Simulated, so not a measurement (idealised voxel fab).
The following is a process module called voxel self aligned contacts.
FYI the section here is cut, 235 nm wide, cells are 5 nm squares.
Cross-sections here: square-cell grids, written as top-down lists of bands, a band being one or more rows of cells.
Heads up on the band format: heights come first, top then bottom, in nm. After that it's the materials left to right, each with its width in nm. A single material flagged "everywhere" fills the whole band edge to edge, and "blank" means there's empty space there.
We count height from 0. Below that, the starting wafer is all one material. The lowest band never ends at the bottom but goes on down; see "z 0 and below" for how that is written.
Read "30 to 40" as a graded width: first number on top, second number at the bottom, same change between each pair of neighbouring rows.
Any step labelled "no alterations made" changed none of the cells in the cross-section.
Fully enclosed voids: empty space of 8 cells or more with no open way to the top, each as width x height at its distance from the left edge, in nm
That trailing text on a step's line, after the settings, is the simulator's own remark on the step.
"overlay nm" answers the question of how far to the right of plan the mask lay on a step that has a mask, and when it is negative the answer is to the left.
plan
1: op RECEIVE | material Si
2: op OXIDIZE | depth nm 5
3: op DIRECTIONAL_DEP | material polySi | thk nm 25
4: op DIRECTIONAL_DEP | material SiN | thk nm 15
5: op PATTERN | tone cover | mask id GATE | material resist | width nm 25 | pitch nm 50 | thk nm 20 | overlay nm 0
6: op DIRECTIONAL_ETCH | etch materials SiN | depth nm 15
7: op DIRECTIONAL_ETCH | etch materials polySi | depth nm 25
8: op STRIP | etch materials resist
9: op CONFORMAL_DEP | material SiN | thk nm 5
10: op DIRECTIONAL_ETCH | etch materials SiN | depth nm 5
11: op FILL_DEP | material SiO2 | thk nm 20
12: op CMP | height nm 50
13: op DIRECTIONAL_DEP | material aC | thk nm 10
14: op PATTERN | tone open | mask id CONTACT | material resist | width nm 35 | pitch nm 50 | thk nm 30 | overlay nm 0
15: op DIRECTIONAL_ETCH | etch materials aC | depth nm 10
16: op STRIP | etch materials resist
17: op DIRECTIONAL_ETCH | etch materials SiO2 | depth nm 55
18: op STRIP | etch materials aC
19: op CONFORMAL_DEP | material TiN | thk nm 5
20: op FILL_DEP | material Ru | thk nm 10
21: op CMP | height nm 50
22: op CONFORMAL_DEP | material SiCN | thk nm 5
Here's what the wafer looked like in cross-section when it arrived - that's after step 1
- z 0 and below | Si everywhere
- Fully enclosed voids: none
First of two wafers, end-of-module section, run followed plan
- z 55 to 50 | SiCN everywhere
- z 50 to 40 | SiO2=75 / TiN=5 to 15 / Ru=25 to 5 / TiN=5 to 15 / SiO2=15 / TiN=5 to 15 / Ru=25 to 5 / TiN=5 to 15 / SiO2=75
- z 40 to 25 | SiO2=50 / SiN=35 / TiN=5 / Ru=5 / TiN=5 / SiN=35 / TiN=5 / Ru=5 / TiN=5 / SiN=35 / SiO2=50
- z 25 to 0 | SiO2=50 / SiN=5 / polySi=25 / SiN=5 / TiN=5 / Ru=5 / TiN=5 / SiN=5 / polySi=25 / SiN=5 / TiN=5 / Ru=5 / TiN=5 / SiN=5 / polySi=25 / SiN=5 / SiO2=50
- z 0 to -5 | SiO2=85 / TiN=15 / SiO2=35 / TiN=15 / SiO2=85
- z -5 and below | Si everywhere
- Fully enclosed voids: none
Cross-sectional view of the second of two wafers upon completion of the module. This wafer shared its starting condition and process plan with the first; one error was made during its execution
- z 70 to 65 | SiCN everywhere
- z 65 to 55 | Ru everywhere
- z 55 to 50 | TiN=80 / Ru=25 / TiN=25 / Ru=25 / TiN=80
- z 50 to 40 | SiO2=75 / TiN=5 to 15 / Ru=25 to 5 / TiN=5 to 15 / SiO2=15 / TiN=5 to 15 / Ru=25 to 5 / TiN=5 to 15 / SiO2=75
- z 40 to 25 | SiO2=50 / SiN=35 / TiN=5 / Ru=5 / TiN=5 / SiN=35 / TiN=5 / Ru=5 / TiN=5 / SiN=35 / SiO2=50
- z 25 to 0 | SiO2=50 / SiN=5 / polySi=25 / SiN=5 / TiN=5 / Ru=5 / TiN=5 / SiN=5 / polySi=25 / SiN=5 / TiN=5 / Ru=5 / TiN=5 / SiN=5 / polySi=25 / SiN=5 / SiO2=50
- z 0 to -5 | SiO2=85 / TiN=15 / SiO2=35 / TiN=15 / SiO2=85
- z -5 and below | Si everywhere
- Fully enclosed voids: none
The plan and the run diverged here: step 21 of the plan was jumped over and never run
Once processing is complete, comparing cell counts shows that the second wafer has more or fewer of certain materials than the first: Ru: 104 more; TiN: 37 more
